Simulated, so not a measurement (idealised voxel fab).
process module | voxel quadruple lines
cross-section cut | 275 nm wide | cells 5 nm
A cross-section is a grid of square cells, given in bands from the top down. A band is one or more rows of cells.
Each band's line starts with the height of the band's top and of its bottom, in nm. Then come its materials from left to right, each with its width in nm. One material with "throughout" fills the band from edge to edge. "air" is empty space.
Height 0 is the level under which the wafer as received is all one material. The lowest band goes on downwards, as in "0 down".
A width such as "30 to 40" changes by the same amount from each row of cells to the next, from the band's top row to its bottom row.
"no change" after a step means that no cell of the cross-section changed.
closed voids: empty space of 8 cells or more with no open way to the top, each as width x height at its distance from the left edge, in nm
after a step's settings: what the simulator itself notes on the step
overlay nm, on a step with a mask: how far to the right of its planned place the mask lay; to the left if negative
plan
1 op RECEIVE | material Si
2 op CONFORMAL_DEP | material SiO2 | thk nm 5
3 op DIRECTIONAL_DEP | material Ru | thk nm 15
4 op DIRECTIONAL_DEP | material polySi | thk nm 20
5 op DIRECTIONAL_DEP | material aC | thk nm 20
6 op PATTERN | tone cover | mask id MANDREL | material resist | width nm 30 | thk nm 30 | overlay nm -15
7 op DIRECTIONAL_ETCH | etch materials aC | depth nm 20
8 op STRIP | etch materials resist
9 op CONFORMAL_DEP | material SiO2 | thk nm 10
10 op DIRECTIONAL_ETCH | etch materials SiO2 | depth nm 10
11 op STRIP | etch materials aC
12 op DIRECTIONAL_ETCH | etch materials polySi | depth nm 20
13 op STRIP | etch materials SiO2
14 op CONFORMAL_DEP | material SiN | thk nm 10
15 op DIRECTIONAL_ETCH | etch materials SiN | depth nm 10
16 op STRIP | etch materials polySi
17 op DIRECTIONAL_ETCH | etch materials Ru | depth nm 15
18 op STRIP | etch materials SiN
varied across the wafers: overlay nm of step 6. The plan shows the first wafer's value. All wafers start alike
first wafer as received, after step 1
  0 down: Si throughout
  closed voids: none
each wafer at the end: cells of each material gained (+) or lost (-) since it was received, then its closed voids
overlay nm -15 | +24 Ru | +55 SiO2 | closed voids: none
overlay nm -10 | +24 Ru | +55 SiO2 | closed voids: none
overlay nm -5 | +24 Ru | +55 SiO2 | closed voids: none
overlay nm 0 | +24 Ru | +55 SiO2 | closed voids: none
overlay nm 5 | +24 Ru | +55 SiO2 | closed voids: none
overlay nm 10 | +24 Ru | +55 SiO2 | closed voids: none
overlay nm 15 | +24 Ru | +55 SiO2 | closed voids: none
